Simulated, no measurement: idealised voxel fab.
This is a process module. Its name is voxel trench capacitor.
We display cut, a cross-section 245 nm in width whose square cells are each 5 nm.
Cross-section layout: square cells on a grid; listed as bands, top to bottom; a band spans one or more cell rows.
Heights first: top, then bottom, in nm. Then materials, left to right, each with a width in nm. "everywhere" on a single material: fills the band edge to edge. "blank": empty space.
Heights from 0 (as-received wafer is one material below). Bottom band endless downward, as "0..down".
A two-number width, for instance "30->40", indicates that the width is equal to the first number in the top row of the band and to the second number in the bottom row, and that it changes by a constant amount per row of cells.
It should be understood that the words "nothing changed", when stated for a given step, signify that the cross-section underwent no change in any of its cells during that step.
Enclosed voids (no open way to top), threshold 8 cells or more, entry "Trapped cavities", notation width x height at distance, distance from left edge, nm.
Step line, after settings: the simulator's comment on this step.
The setting "overlay nm" may be written on the line of a step. When the step uses a mask, the value reports how far to the right of the planned place the mask lay, and a negative value reports that it lay to the left.
## Planned process steps
step 1: RECEIVE with material Si
step 2: CONFORMAL_DEP with material SiN, thk nm 5
step 3: PATTERN with tone open, mask id TRENCH, material resist, width nm 25, pitch nm 40, thk nm 20, overlay nm 0
step 4: DIRECTIONAL_ETCH with etch materials SiN, depth nm 5
step 5: DIRECTIONAL_ETCH with etch materials Si, depth nm 40
step 6: STRIP with etch materials resist
step 7: CONFORMAL_DEP with material Al2O3, thk nm 5
step 8: CONFORMAL_DEP with material TiN, thk nm 5
step 9: FILL_DEP with material W, thk nm 10
step 10: CMP with height nm 5
## Cross-section, incoming material, after step 1
    0..down = Si everywhere
    Trapped cavities: none
## The first of two wafers, cross-sectioned at the end of the module, with the run proceeding as planned
    5..0 = 70 SiN, 5 Al2O3, 5 TiN, 5 W, 5 TiN, 5 Al2O3, 15 SiN, 5 Al2O3, 5 TiN, 5 W, 5 TiN, 5 Al2O3, 15 SiN, 5 Al2O3, 5 TiN, 5 W, 5 TiN, 5 Al2O3, 70 SiN
    0..-30 = 70 Si, 5 Al2O3, 5 TiN, 5 W, 5 TiN, 5 Al2O3, 15 Si, 5 Al2O3, 5 TiN, 5 W, 5 TiN, 5 Al2O3, 15 Si, 5 Al2O3, 5 TiN, 5 W, 5 TiN, 5 Al2O3, 70 Si
    -30..-35 = 70 Si, 5 Al2O3, 15 TiN, 5 Al2O3, 15 Si, 5 Al2O3, 15 TiN, 5 Al2O3, 15 Si, 5 Al2O3, 15 TiN, 5 Al2O3, 70 Si
    -35..-40 = 70 Si, 25 Al2O3, 15 Si, 25 Al2O3, 15 Si, 25 Al2O3, 70 Si
    -40..down = Si everywhere
    Trapped cavities: none
## Wafer two cross-section, module end. Start and plan unchanged from wafer one; one mistake made during the run
    5..0 = 80 SiN, 5 Al2O3, 5 TiN, 5 W, 5 TiN, 5 Al2O3, 15 SiN, 5 Al2O3, 5 TiN, 5 W, 5 TiN, 5 Al2O3, 15 SiN, 5 Al2O3, 5 TiN, 5 W, 5 TiN, 5 Al2O3, 60 SiN
    0..-30 = 80 Si, 5 Al2O3, 5 TiN, 5 W, 5 TiN, 5 Al2O3, 15 Si, 5 Al2O3, 5 TiN, 5 W, 5 TiN, 5 Al2O3, 15 Si, 5 Al2O3, 5 TiN, 5 W, 5 TiN, 5 Al2O3, 60 Si
    -30..-35 = 80 Si, 5 Al2O3, 15 TiN, 5 Al2O3, 15 Si, 5 Al2O3, 15 TiN, 5 Al2O3, 15 Si, 5 Al2O3, 15 TiN, 5 Al2O3, 60 Si
    -35..-40 = 80 Si, 25 Al2O3, 15 Si, 25 Al2O3, 15 Si, 25 Al2O3, 60 Si
    -40..down = Si everywhere
    Trapped cavities: none
What was done differently from what was planned? step 3 ran with different settings than intended, the actual operation and settings being PATTERN with tone open, mask id TRENCH, material resist, width nm 25, pitch nm 40, thk nm 20, overlay nm 10
If you tally the cells, the second wafer ends up with the same amount of every material as the first; it's all just sitting in different places.
